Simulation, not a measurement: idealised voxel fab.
process module | voxel self aligned contacts
cross-section cut | 225 nm wide | cells 5 nm
A cross-section is a grid of square cells, given in bands from the top down. A band is one or more rows of cells.
Each band's line starts with the height of the band's top and of its bottom, in nm. Then come its materials from left to right, each with its width in nm. One material with "throughout" fills the band from edge to edge. "air" is empty space.
Height 0 is the level under which the wafer as received is all one material. The lowest band goes on downwards, as in "0 down".
A width such as "30 to 40" changes by the same amount from each row of cells to the next, from the band's top row to its bottom row.
"no change" after a step means that no cell of the cross-section changed.
closed voids: empty space of 8 cells or more with no open way to the top, each as width x height at its distance from the left edge, in nm
after a step's settings: what the simulator itself notes on the step
overlay nm, on a step with a mask: how far to the right of its planned place the mask lay; to the left if negative
plan
1 op RECEIVE | material Si
2 op OXIDIZE | depth nm 5
3 op DIRECTIONAL_DEP | material polySi | thk nm 30
4 op DIRECTIONAL_DEP | material SiN | thk nm 20
5 op PATTERN | tone cover | mask id GATE | material resist | width nm 35 | pitch nm 70 | thk nm 20 | overlay nm 0
6 op DIRECTIONAL_ETCH | etch materials SiN | depth nm 20
7 op DIRECTIONAL_ETCH | etch materials polySi | depth nm 30
8 op STRIP | etch materials resist
9 op CONFORMAL_DEP | material SiN | thk nm 5
10 op DIRECTIONAL_ETCH | etch materials SiN | depth nm 5
11 op FILL_DEP | material SiO2 | thk nm 20
12 op CMP | height nm 60
13 op DIRECTIONAL_DEP | material aC | thk nm 10
14 op PATTERN | tone open | mask id CONTACT | material resist | width nm 55 | pitch nm 70 | thk nm 25 | overlay nm 0
15 op DIRECTIONAL_ETCH | etch materials aC | depth nm 10
16 op STRIP | etch materials resist
17 op DIRECTIONAL_ETCH | etch materials SiO2 | depth nm 65
18 op STRIP | etch materials aC
19 op CONFORMAL_DEP | material TiN | thk nm 5
20 op FILL_DEP | material W | thk nm 5
21 op CMP | height nm 60
22 op CONFORMAL_DEP | material SiN | thk nm 5
as received, after step 1
  0 down: Si throughout
  closed voids: none
a wafer at the end: this start, this plan, one mistake
  65 to 60: SiN throughout
  60 to 50: SiO2 50 | TiN 5 to 20 | W 45 to 15 | TiN 5 to 20 | SiO2 15 | TiN 5 to 20 | W 45 to 15 | TiN 5 to 20 | SiO2 50
  50 to 30: SiO2 20 | SiN 45 | TiN 5 | W 15 | TiN 5 | SiN 45 | TiN 5 | W 15 | TiN 5 | SiN 45 | SiO2 20
  30 to 5: SiO2 20 | SiN 5 | polySi 35 | SiN 5 | TiN 5 | W 15 | TiN 5 | SiN 5 | polySi 35 | SiN 5 | TiN 5 | W 15 | TiN 5 | SiN 5 | polySi 35 | SiN 5 | SiO2 20
  5 to 0: SiO2 20 | SiN 5 | polySi 35 | SiN 5 | TiN 25 | SiN 5 | polySi 35 | SiN 5 | TiN 25 | SiN 5 | polySi 35 | SiN 5 | SiO2 20
  0 down: Si throughout
  closed voids: none
what went wrong: step 2 was left out
